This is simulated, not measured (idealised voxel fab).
voxel released beams: a process module
Square cell edge 5 nm, section width 255 nm, ID cut.
If you're reading a cross-section in this doc, picture square cells in a grid; it comes to you as bands, top ones listed first down to the bottom, and a band can be one or more rows of cells.
This entry defines a band. It first specifies the height of the band's top and the height of its bottom in nm, and then specifies the band's materials from left to right, stating each material with its width in nm. The word "all across" identifies a single material that fills the band from edge to edge, while the word "air" identifies empty space.
Heights are expressed relative to 0, this being the level below which the as-received wafer comprises one material exclusively. The lowest band is unbounded in the downward direction and is denoted as in "top 0, no bottom".
A two-number width, for instance "30->40", indicates that the width is equal to the first number in the top row of the band and to the second number in the bottom row, and that it changes by a constant amount per row of cells.
Take "no change occurred" at face value: in the step it is given for, the cross-section changed in none of its cells.
Heads up: "Encapsulated voids" only lists the empty pockets with no open path to the top that are 8 cells or more, and it writes them as width x height at distance, distance from the left edge, in nm.
Heads up: the bit after the settings on a step's line is the simulator's remark on that step.
"overlay nm", when on a step's line for a step with a mask, measures how far to the right of its planned place the mask lay; a negative measure means to the left.

SO HERE'S THE LINEUP OF PROCESS STEPS WE PLANNED
1 op RECEIVE | material Si
2 op CONFORMAL_DEP | material Al2O3 | thk nm 5
3 op DIRECTIONAL_DEP | material SiO2 | thk nm 15
4 op MASKED_ETCH | tone open | mask id ANCHOR | width nm 35 | etch materials SiO2 | depth nm 15 | overlay nm 0
5 op CONFORMAL_DEP | material W | thk nm 10
6 op DIRECTIONAL_DEP | material aC | thk nm 10
7 op PATTERN | tone cover | mask id BEAM | material resist | width nm 95 | thk nm 30 | overlay nm 0
8 op DIRECTIONAL_ETCH | etch materials aC | depth nm 10
9 op STRIP | etch materials resist
10 op DIRECTIONAL_ETCH | etch materials W | depth nm 10
11 op STRIP | etch materials aC
12 op STRIP | etch materials SiO2

RECEIVED-STATE CROSS-SECTION, REFLECTING COMPLETION OF STEP 1
  top 0, no bottom = Si all across
  Encapsulated voids: none

POST-MODULE CROSS-SECTION OF THE FIRST OF TWO WAFERS (RUN PER PLAN)
  top 30, bottom 20 = air 75  W 15  air 15  W 65  air 85
  top 20, bottom 15 = air 80  W 10  air 15  W 10  air 140
  top 15, bottom 5 = air 80  W 35  air 140
  top 5, bottom 0 = Al2O3 all across
  top 0, no bottom = Si all across
  Encapsulated voids: none

WHAT THE SECOND WAFER LOOKS LIKE IN CROSS-SECTION ONCE THE MODULE IS DONE. ITS START AND ITS PLAN MATCHED THE FIRST WAFER'S EXACTLY; WHAT DIFFERED WAS ONE MISTAKE IN HOW IT WAS RUN
  top 30, bottom 20 = air 75  W 5  air 15  W 75  air 85
  top 20, bottom 15 = air 70  W 10  air 15  W 10  air 150
  top 15, bottom 5 = air 70  W 35  air 150
  top 5, bottom 0 = Al2O3 all across
  top 0, no bottom = Si all across
  Encapsulated voids: none
Want to know what went wrong? note that step 4 departed from the planned setting and was carried out as op MASKED_ETCH | tone open | mask id ANCHOR | width nm 35 | etch materials SiO2 | depth nm 15 | overlay nm -10
Both wafers, final: cells per material equal; arrangement not.
